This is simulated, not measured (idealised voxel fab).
The name of this process module is voxel trench capacitor.
cross-section cut | 145 nm wide | cells 5 nm
Cross-section spec: square-cell grid; bands listed top down; each band is one or more rows. Per band: top height and bottom height in nm, followed by the left-to-right materials and their widths in nm; "edge to edge" marks a single material spanning edge to edge, "blank" marks empty space. Beneath 0, the wafer as received is one material, and that level is where height counting begins. The lowest band goes on downward without a bottom; it is written like "0 down". The notation "30..40" denotes a width that varies across the rows of cells in the band, beginning at the first number in the top row, finishing at the second number in the bottom row, and changing by an identical amount from each row to the next. A step reported as "identical to before" is a step in which no cell of the cross-section changed. So "Closed void register" is basically the list of trapped voids: any empty space of 8 cells or more that can't reach the top through an opening. They're written width x height at distance, the distance being from the left edge, and it's all nm. Text after the settings on a step's line: the simulator's own remark on that step. "overlay nm" answers the question of how far to the right of plan the mask lay on a step that has a mask, and when it is negative the answer is to the left.

## Here's what the planned process steps look like
- 1: RECEIVE, material Si
- 2: CONFORMAL_DEP, material SiN, thk nm 10
- 3: MASKED_ETCH, tone open, mask id TRENCH, width nm 30, pitch nm 45, etch materials SiN, depth nm 10, overlay nm 0
- 4: MASKED_ETCH, tone open, mask id TRENCH, width nm 30, pitch nm 45, etch materials Si, depth nm 25, overlay nm 0
- 5: CONFORMAL_DEP, material Al2O3, thk nm 5
- 6: CONFORMAL_DEP, material TiN, thk nm 5
- 7: FILL_DEP, material W, thk nm 10
- 8: CMP, height nm 10

## As-received wafer cross-section (after step 1)
  0 down  Si edge to edge
  Closed void register: none

## First of two wafers at the end of the module, shown in cross-section; run carried out as planned
  10 to 0  35 nm SiN / 5 nm Al2O3 / 5 nm TiN / 10 nm W / 5 nm TiN / 5 nm Al2O3 / 15 nm SiN / 5 nm Al2O3 / 5 nm TiN / 10 nm W / 5 nm TiN / 5 nm Al2O3 / 35 nm SiN
  0 to -15  35 nm Si / 5 nm Al2O3 / 5 nm TiN / 10 nm W / 5 nm TiN / 5 nm Al2O3 / 15 nm Si / 5 nm Al2O3 / 5 nm TiN / 10 nm W / 5 nm TiN / 5 nm Al2O3 / 35 nm Si
  -15 to -20  35 nm Si / 5 nm Al2O3 / 20 nm TiN / 5 nm Al2O3 / 15 nm Si / 5 nm Al2O3 / 20 nm TiN / 5 nm Al2O3 / 35 nm Si
  -20 to -25  35 nm Si / 30 nm Al2O3 / 15 nm Si / 30 nm Al2O3 / 35 nm Si
  -25 down  Si edge to edge
  Closed void register: none

## Same start, same plan as the first wafer - but one mistake in the run. Cross-section of the second of the two at the end of the module
  10 to 0  W edge to edge
  0 down  Si edge to edge
  Closed void register: none
what went wrong: step 2 deviated from plan and actually ran as CONFORMAL_DEP, material W, thk nm 10
Final difference in cells, second wafer against first, listed per material as more or fewer: -36 Al2O3; +60 Si; -34 SiN; -28 TiN; +38 W
